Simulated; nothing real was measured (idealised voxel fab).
Process module in this document: voxel gate over fins
Section cut is 275 nm wide and gridded with 5 nm square cells.
Reading order for cross-sections: top band down to bottom band. Underlying form: a grid of square cells. Band size: one or more rows of cells. Heads up on the band format: heights come first, top then bottom, in nm. After that it's the materials left to right, each with its width in nm. A single material flagged "all across" fills the whole band edge to edge, and "empty" means there's empty space there. Height 0 is the level under which the wafer as received is all one material. The lowest band goes on downwards, as in "0 -> down". Per-row width for "30..40": begins at first number (top row of band), ends at second number (bottom row), increment between rows held constant. Where a step carries "left unchanged", the cross-section came out of it unchanged, cell for cell. "Sealed void inventory" - sealed voids, min. 8 cells, no opening to top; format: width x height at distance (distance from left edge; nm throughout). Post-settings text on a step line: simulator's own remark regarding the step. overlay nm: for a step with a mask, the amount by which the mask lay right of where it was planned; a negative amount means left of it.

# This section lists the process steps that were planned
1,RECEIVE,material Si
2,CONFORMAL_DEP,material SiN,thk nm 10
3,DIRECTIONAL_DEP,material aC,thk nm 10
4,PATTERN,tone cover,mask id FINS,material resist,width nm 15,pitch nm 55,thk nm 30,overlay nm 0
5,DIRECTIONAL_ETCH,etch materials aC,depth nm 10
6,STRIP,etch materials resist
7,DIRECTIONAL_ETCH,etch materials SiN,depth nm 10
8,DIRECTIONAL_ETCH,etch materials Si,depth nm 40
9,STRIP,etch materials aC
10,FILL_DEP,material SiO2,thk nm 10
11,CMP,height nm 10
12,PATTERN,tone open,mask id RAIL,material resist,width nm 15,thk nm 20,overlay nm 0
13,DIRECTIONAL_ETCH,etch materials SiO2,depth nm 45
14,STRIP,etch materials resist
15,CONFORMAL_DEP,material TiN,thk nm 5
16,FILL_DEP,material W,thk nm 5
17,CMP,height nm 10
18,SELECTIVE_ETCH,etch materials W Ru TiN,depth nm 30
19,FILL_DEP,material SiO2,thk nm 5
20,CMP,height nm 10
21,SELECTIVE_ETCH,etch materials SiO2,depth nm 25
22,STRIP,etch materials SiN
23,CONFORMAL_DEP,material HfO2,thk nm 5
24,CONFORMAL_DEP,material TiN,thk nm 5
25,FILL_DEP,material W,thk nm 15
26,CMP,height nm 20
27,CONFORMAL_DEP,material SiCN,thk nm 5

# First of two wafers - as planned

# Incoming wafer in cross-section (state: after step 1)
    0 -> down: Si all across
    Sealed void inventory: none

# Step 2 done - wafer cross-section
    10 -> 0: SiN all across
    For the remainder of the cross-section, below 0, there is no change.

# Step 3 done - wafer cross-section
    20 -> 10: aC all across
    For the remainder of the cross-section, below 10, there is no change.

# Step 4 done - wafer cross-section
    50 -> 20: empty 75, resist 15, empty 40, resist 15, empty 40, resist 15, empty 75
    For the remainder of the cross-section, below 20, there is no change.

# Step 5 done - wafer cross-section
    40 -> 20: empty 75, resist 15, empty 40, resist 15, empty 40, resist 15, empty 75
    20 -> 10: empty 75, aC 15, empty 40, aC 15, empty 40, aC 15, empty 75
    For the remainder of the cross-section, below 10, there is no change.

# Step 6 done - wafer cross-section
    20 -> 10: empty 75, aC 15, empty 40, aC 15, empty 40, aC 15, empty 75
    For the remainder of the cross-section, below 10, there is no change.

# Step 7 done - wafer cross-section
    20 -> 10: empty 75, aC 15, empty 40, aC 15, empty 40, aC 15, empty 75
    10 -> 0: empty 75, SiN 15, empty 40, SiN 15, empty 40, SiN 15, empty 75
    For the remainder of the cross-section, below 0, there is no change.

# Step 8 done - wafer cross-section
    20 -> 10: empty 75, aC 15, empty 40, aC 15, empty 40, aC 15, empty 75
    10 -> 0: empty 75, SiN 15, empty 40, SiN 15, empty 40, SiN 15, empty 75
    0 -> -40: empty 75, Si 15, empty 40, Si 15, empty 40, Si 15, empty 75
    For the remainder of the cross-section, below -40, there is no change.

# Step 9 done - wafer cross-section
    10 -> 0: empty 75, SiN 15, empty 40, SiN 15, empty 40, SiN 15, empty 75
    For the remainder of the cross-section, below 0, there is no change.

# Step 10 done - wafer cross-section
    20 -> 10: SiO2 all across
    10 -> 0: SiO2 75, SiN 15, SiO2 40, SiN 15, SiO2 40, SiN 15, SiO2 75
    0 -> -40: SiO2 75, Si 15, SiO2 40, Si 15, SiO2 40, Si 15, SiO2 75
    For the remainder of the cross-section, below -40, there is no change.

# Step 11 done - wafer cross-section
    10 -> 0: SiO2 75, SiN 15, SiO2 40, SiN 15, SiO2 40, SiN 15, SiO2 75
    For the remainder of the cross-section, below 0, there is no change.

# Step 12 done - wafer cross-section
    30 -> 10: resist 100, empty 15, resist 160
    For the remainder of the cross-section, below 10, there is no change.

# Step 13 done - wafer cross-section
    30 -> 10: resist 100, empty 15, resist 160
    10 -> 0: SiO2 75, SiN 15, SiO2 10, empty 15, SiO2 15, SiN 15, SiO2 40, SiN 15, SiO2 75
    0 -> -35: SiO2 75, Si 15, SiO2 10, empty 15, SiO2 15, Si 15, SiO2 40, Si 15, SiO2 75
    For the remainder of the cross-section, below -35, there is no change.

# Step 14 done - wafer cross-section
    10 -> 0: SiO2 75, SiN 15, SiO2 10, empty 15, SiO2 15, SiN 15, SiO2 40, SiN 15, SiO2 75
    For the remainder of the cross-section, below 0, there is no change.

# Step 15 done - wafer cross-section
    15 -> 10: TiN 105, empty 5, TiN 165
    10 -> 0: SiO2 75, SiN 15, SiO2 10, TiN 5, empty 5, TiN 5, SiO2 15, SiN 15, SiO2 40, SiN 15, SiO2 75
    0 -> -30: SiO2 75, Si 15, SiO2 10, TiN 5, empty 5, TiN 5, SiO2 15, Si 15, SiO2 40, Si 15, SiO2 75
    -30 -> -35: SiO2 75, Si 15, SiO2 10, TiN 15, SiO2 15, Si 15, SiO2 40, Si 15, SiO2 75
    For the remainder of the cross-section, below -35, there is no change.

# Step 16 done - wafer cross-section
    20 -> 15: W all across
    15 -> 10: TiN 105, W 5, TiN 165
    10 -> 0: SiO2 75, SiN 15, SiO2 10, TiN 5, W 5, TiN 5, SiO2 15, SiN 15, SiO2 40, SiN 15, SiO2 75
    0 -> -30: SiO2 75, Si 15, SiO2 10, TiN 5, W 5, TiN 5, SiO2 15, Si 15, SiO2 40, Si 15, SiO2 75
    For the remainder of the cross-section, below -30, there is no change.

# Step 17 done - wafer cross-section
    10 -> 0: SiO2 75, SiN 15, SiO2 10, TiN 5, W 5, TiN 5, SiO2 15, SiN 15, SiO2 40, SiN 15, SiO2 75
    For the remainder of the cross-section, below 0, there is no change.

# Step 18 done - wafer cross-section
    10 -> 0: SiO2 75, SiN 15, SiO2 10, empty 15, SiO2 15, SiN 15, SiO2 40, SiN 15, SiO2 75
    0 -> -20: SiO2 75, Si 15, SiO2 10, empty 15, SiO2 15, Si 15, SiO2 40, Si 15, SiO2 75
    For the remainder of the cross-section, below -20, there is no change.

# Step 19 done - wafer cross-section
    15 -> 10: SiO2 all across
    10 -> 0: SiO2 75, SiN 15, SiO2 40, SiN 15, SiO2 40, SiN 15, SiO2 75
    0 -> -20: SiO2 75, Si 15, SiO2 40, Si 15, SiO2 40, Si 15, SiO2 75
    For the remainder of the cross-section, below -20, there is no change.

# Step 20 done - wafer cross-section
    10 -> 0: SiO2 75, SiN 15, SiO2 40, SiN 15, SiO2 40, SiN 15, SiO2 75
    For the remainder of the cross-section, below 0, there is no change.

# Step 21 done - wafer cross-section
    10 -> 0: empty 75, SiN 15, empty 40, SiN 15, empty 40, SiN 15, empty 75
    0 -> -15: empty 75, Si 15, empty 40, Si 15, empty 40, Si 15, empty 75
    For the remainder of the cross-section, below -15, there is no change.

# Step 22 done - wafer cross-section
    0 -> -15: empty 75, Si 15, empty 40, Si 15, empty 40, Si 15, empty 75
    For the remainder of the cross-section, below -15, there is no change.

# Step 23 done - wafer cross-section
    5 -> 0: empty 70, HfO2 25, empty 30, HfO2 25, empty 30, HfO2 25, empty 70
    0 -> -10: empty 70, HfO2 5, Si 15, HfO2 5, empty 30, HfO2 5, Si 15, HfO2 5, empty 30, HfO2 5, Si 15, HfO2 5, empty 70
    -10 -> -15: HfO2 75, Si 15, HfO2 40, Si 15, HfO2 40, Si 15, HfO2 75
    For the remainder of the cross-section, below -15, there is no change.

# Step 24 done - wafer cross-section
    10 -> 5: empty 65, TiN 35, empty 20, TiN 35, empty 20, TiN 35, empty 65
    5 -> 0: empty 65, TiN 5, HfO2 25, TiN 5, empty 20, TiN 5, HfO2 25, TiN 5, empty 20, TiN 5, HfO2 25, TiN 5, empty 65
    0 -> -5: empty 65, TiN 5, HfO2 5, Si 15, HfO2 5, TiN 5, empty 20, TiN 5, HfO2 5, Si 15, HfO2 5, TiN 5, empty 20, TiN 5, HfO2 5, Si 15, HfO2 5, TiN 5, empty 65
    -5 -> -10: TiN 70, HfO2 5, Si 15, HfO2 5, TiN 30, HfO2 5, Si 15, HfO2 5, TiN 30, HfO2 5, Si 15, HfO2 5, TiN 70
    For the remainder of the cross-section, below -10, there is no change.

# Step 25 done - wafer cross-section
    25 -> 10: W all across
    10 -> 5: W 65, TiN 35, W 20, TiN 35, W 20, TiN 35, W 65
    5 -> 0: W 65, TiN 5, HfO2 25, TiN 5, W 20, TiN 5, HfO2 25, TiN 5, W 20, TiN 5, HfO2 25, TiN 5, W 65
    0 -> -5: W 65, TiN 5, HfO2 5, Si 15, HfO2 5, TiN 5, W 20, TiN 5, HfO2 5, Si 15, HfO2 5, TiN 5, W 20, TiN 5, HfO2 5, Si 15, HfO2 5, TiN 5, W 65
    For the remainder of the cross-section, below -5, there is no change.

# Step 26 done - wafer cross-section
    20 -> 10: W all across
    For the remainder of the cross-section, below 10, there is no change.

# Step 27 done - wafer cross-section
    25 -> 20: SiCN all across
    For the remainder of the cross-section, below 20, there is no change.

# The remaining wafer, second of the two, started like the first and was run to the same plan, except that one mistake was made along the way; the two coincide through step 11, inclusive

# At the planned end of step 12, the second wafer in cross-section
    30 -> 10: empty 100, resist 15, empty 160
    For the remainder of the cross-section, below 10, there is no change.

# At the planned end of step 13, the second wafer in cross-section
    30 -> 10: empty 100, resist 15, empty 160
    10 -> 0: empty 75, SiN 15, empty 10, SiO2 15, empty 15, SiN 15, empty 40, SiN 15, empty 75
    0 -> -35: empty 75, Si 15, empty 10, SiO2 15, empty 15, Si 15, empty 40, Si 15, empty 75
    For the remainder of the cross-section, below -35, there is no change.

# At the planned end of step 14, the second wafer in cross-section
    10 -> 0: empty 75, SiN 15, empty 10, SiO2 15, empty 15, SiN 15, empty 40, SiN 15, empty 75
    For the remainder of the cross-section, below 0, there is no change.

# At the planned end of step 15, the second wafer in cross-section
    15 -> 10: empty 70, TiN 50, empty 5, TiN 25, empty 30, TiN 25, empty 70
    10 -> 0: empty 70, TiN 5, SiN 15, TiN 10, SiO2 15, TiN 5, empty 5, TiN 5, SiN 15, TiN 5, empty 30, TiN 5, SiN 15, TiN 5, empty 70
    0 -> -30: empty 70, TiN 5, Si 15, TiN 10, SiO2 15, TiN 5, empty 5, TiN 5, Si 15, TiN 5, empty 30, TiN 5, Si 15, TiN 5, empty 70
    -30 -> -35: TiN 75, Si 15, TiN 10, SiO2 15, TiN 15, Si 15, TiN 40, Si 15, TiN 75
    For the remainder of the cross-section, below -35, there is no change.

# At the planned end of step 16, the second wafer in cross-section
    20 -> 15: W all across
    15 -> 10: W 70, TiN 50, W 5, TiN 25, W 30, TiN 25, W 70
    10 -> 0: W 70, TiN 5, SiN 15, TiN 10, SiO2 15, TiN 5, W 5, TiN 5, SiN 15, TiN 5, W 30, TiN 5, SiN 15, TiN 5, W 70
    0 -> -30: W 70, TiN 5, Si 15, TiN 10, SiO2 15, TiN 5, W 5, TiN 5, Si 15, TiN 5, W 30, TiN 5, Si 15, TiN 5, W 70
    For the remainder of the cross-section, below -30, there is no change.

# At the planned end of step 17, the second wafer in cross-section
    10 -> 0: W 70, TiN 5, SiN 15, TiN 10, SiO2 15, TiN 5, W 5, TiN 5, SiN 15, TiN 5, W 30, TiN 5, SiN 15, TiN 5, W 70
    For the remainder of the cross-section, below 0, there is no change.

# At the planned end of step 18, the second wafer in cross-section
    10 -> 0: empty 75, SiN 15, empty 10, SiO2 15, empty 15, SiN 15, empty 40, SiN 15, empty 75
    0 -> -20: empty 75, Si 15, empty 10, SiO2 15, empty 15, Si 15, empty 40, Si 15, empty 75
    For the remainder of the cross-section, below -20, there is no change.

# At the planned end of step 19, the second wafer in cross-section
    15 -> 10: SiO2 all across
    10 -> 0: SiO2 75, SiN 15, SiO2 40, SiN 15, SiO2 40, SiN 15, SiO2 75
    0 -> -20: SiO2 75, Si 15, SiO2 40, Si 15, SiO2 40, Si 15, SiO2 75
    For the remainder of the cross-section, below -20, there is no change.

# At the planned end of step 20, the second wafer in cross-section
    10 -> 0: SiO2 75, SiN 15, SiO2 40, SiN 15, SiO2 40, SiN 15, SiO2 75
    For the remainder of the cross-section, below 0, there is no change.

# At the planned end of step 21, the second wafer in cross-section
    10 -> 0: empty 75, SiN 15, empty 40, SiN 15, empty 40, SiN 15, empty 75
    0 -> -15: empty 75, Si 15, empty 40, Si 15, empty 40, Si 15, empty 75
    For the remainder of the cross-section, below -15, there is no change.

# At the planned end of step 22, the second wafer in cross-section
    0 -> -15: empty 75, Si 15, empty 40, Si 15, empty 40, Si 15, empty 75
    For the remainder of the cross-section, below -15, there is no change.

# At the planned end of step 23, the second wafer in cross-section
    5 -> 0: empty 70, HfO2 25, empty 30, HfO2 25, empty 30, HfO2 25, empty 70
    0 -> -10: empty 70, HfO2 5, Si 15, HfO2 5, empty 30, HfO2 5, Si 15, HfO2 5, empty 30, HfO2 5, Si 15, HfO2 5, empty 70
    -10 -> -15: HfO2 75, Si 15, HfO2 40, Si 15, HfO2 40, Si 15, HfO2 75
    For the remainder of the cross-section, below -15, there is no change.

# At the planned end of step 24, the second wafer in cross-section
    10 -> 5: empty 65, TiN 35, empty 20, TiN 35, empty 20, TiN 35, empty 65
    5 -> 0: empty 65, TiN 5, HfO2 25, TiN 5, empty 20, TiN 5, HfO2 25, TiN 5, empty 20, TiN 5, HfO2 25, TiN 5, empty 65
    0 -> -5: empty 65, TiN 5, HfO2 5, Si 15, HfO2 5, TiN 5, empty 20, TiN 5, HfO2 5, Si 15, HfO2 5, TiN 5, empty 20, TiN 5, HfO2 5, Si 15, HfO2 5, TiN 5, empty 65
    -5 -> -10: TiN 70, HfO2 5, Si 15, HfO2 5, TiN 30, HfO2 5, Si 15, HfO2 5, TiN 30, HfO2 5, Si 15, HfO2 5, TiN 70
    For the remainder of the cross-section, below -10, there is no change.

# At the planned end of step 25, the second wafer in cross-section
    25 -> 10: W all across
    10 -> 5: W 65, TiN 35, W 20, TiN 35, W 20, TiN 35, W 65
    5 -> 0: W 65, TiN 5, HfO2 25, TiN 5, W 20, TiN 5, HfO2 25, TiN 5, W 20, TiN 5, HfO2 25, TiN 5, W 65
    0 -> -5: W 65, TiN 5, HfO2 5, Si 15, HfO2 5, TiN 5, W 20, TiN 5, HfO2 5, Si 15, HfO2 5, TiN 5, W 20, TiN 5, HfO2 5, Si 15, HfO2 5, TiN 5, W 65
    For the remainder of the cross-section, below -5, there is no change.

# At the planned end of step 26, the second wafer in cross-section
    20 -> 10: W all across
    For the remainder of the cross-section, below 10, there is no change.

# At the planned end of step 27, the second wafer in cross-section
    25 -> 20: SiCN all across
    For the remainder of the cross-section, below 20, there is no change.
Misprocessing identified: step 12 was run on a setting that differed from the plan, and what really ran there is PATTERN,tone cover,mask id RAIL,material resist,width nm 15,thk nm 20,overlay nm 0
Upon completion, the second wafer contains, in terms of cells, a greater or smaller amount of certain materials than the first wafer: SiO2 -120; TiN +52; W +68
